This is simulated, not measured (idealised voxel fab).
The name of this process module is voxel self aligned vias.
Each square cell in cross-section cut measures 5 nm, and the section as a whole is 185 nm wide.
In this document a cross-section is written as a grid of square cells. It is given as a series of bands, listed from the top down, and a band is one or more rows of cells.
Basically the band line says how high the top is and how high the bottom is, in nm, and then what's in it from left to right, every material with its width in nm. Empty space shows up as "blank", and if a single material carries "full width" it runs the full band edge to edge.
Where do heights start? At 0: under that level the wafer as delivered is made of one material only. And the lowest band has no floor; it just carries on downward, as in "0 and below".
Per-row width for "30 to 40": begins at first number (top row of band), ends at second number (bottom row), increment between rows held constant.
Where a step carries "no change occurred", the cross-section came out of it unchanged, cell for cell.
Any empty space of 8 cells or more lacking an open way to the top shows up in "Fully enclosed voids" as width x height at distance, distance from the left edge, in nm.
after a step's settings: what the simulator itself notes on the step
"overlay nm" answers the question of how far to the right of plan the mask lay on a step that has a mask, and when it is negative the answer is to the left.

[The following list gives the planned process steps]
- 1: RECEIVE: material Si
- 2: CONFORMAL_DEP: material SiO2, thk nm 15
- 3: CONFORMAL_DEP: material SiCN, thk nm 5
- 4: DIRECTIONAL_DEP: material lowk, thk nm 30
- 5: PATTERN: tone open, mask id LINES, material resist, width nm 20, pitch nm 60, thk nm 15, overlay nm 0
- 6: DIRECTIONAL_ETCH: etch materials lowk, depth nm 30
- 7: STRIP: etch materials resist
- 8: CONFORMAL_DEP: material TiN, thk nm 5
- 9: FILL_DEP: material Ru, thk nm 10
- 10: CMP: height nm 50
- 11: SELECTIVE_ETCH: etch materials W Ru TiN, depth nm 10
- 12: FILL_DEP: material SiN, thk nm 10
- 13: CMP: height nm 50
- 14: DIRECTIONAL_DEP: material lowk, thk nm 15
- 15: PATTERN: tone open, mask id VIAS, material resist, width nm 30, pitch nm 60, thk nm 20, overlay nm 0
- 16: DIRECTIONAL_ETCH: etch materials lowk, depth nm 15
- 17: DIRECTIONAL_ETCH: etch materials SiN, depth nm 10
- 18: STRIP: etch materials resist
- 19: CONFORMAL_DEP: material TiN, thk nm 5
- 20: FILL_DEP: material Ru, thk nm 5
- 21: CMP: height nm 65
- 22: CONFORMAL_DEP: material SiN, thk nm 5

[Cross-section of the wafer at receipt, which is the condition after step 1]
* 0 and below | Si full width
* Fully enclosed voids: none

[The plan above was carried out on the starting structure above with one mistake, and this cross-section shows the wafer at the end of the module]
* 70 down to 65 | SiN full width
* 65 down to 55 | lowk (15), then TiN (5), then Ru (20), then TiN (5), then lowk (30), then TiN (5), then Ru (20), then TiN (5), then lowk (30), then TiN (5), then Ru (20), then TiN (5), then lowk (20)
* 55 down to 45 | lowk (15 to 20), then TiN (10 to 5), then Ru (10), then TiN (10 to 5), then lowk (30 to 40), then TiN (10 to 5), then Ru (10), then TiN (10 to 5), then lowk (30 to 40), then TiN (10 to 5), then Ru (10), then TiN (10 to 5), then lowk (20 to 25)
* 45 down to 40 | lowk (20), then TiN (20), then lowk (40), then TiN (20), then lowk (40), then TiN (20), then lowk (25)
* 40 down to 25 | lowk (20), then TiN (5), then Ru (10), then TiN (5), then lowk (40), then TiN (5), then Ru (10), then TiN (5), then lowk (40), then TiN (5), then Ru (10), then TiN (5), then lowk (25)
* 25 down to 20 | lowk (20), then TiN (20), then lowk (40), then TiN (20), then lowk (40), then TiN (20), then lowk (25)
* 20 down to 5 | SiO2 full width
* 5 down to 0 | SiCN full width
* 0 and below | Si full width
* Fully enclosed voids: none
Diagnosis: steps 2 and 3: order swapped relative to plan
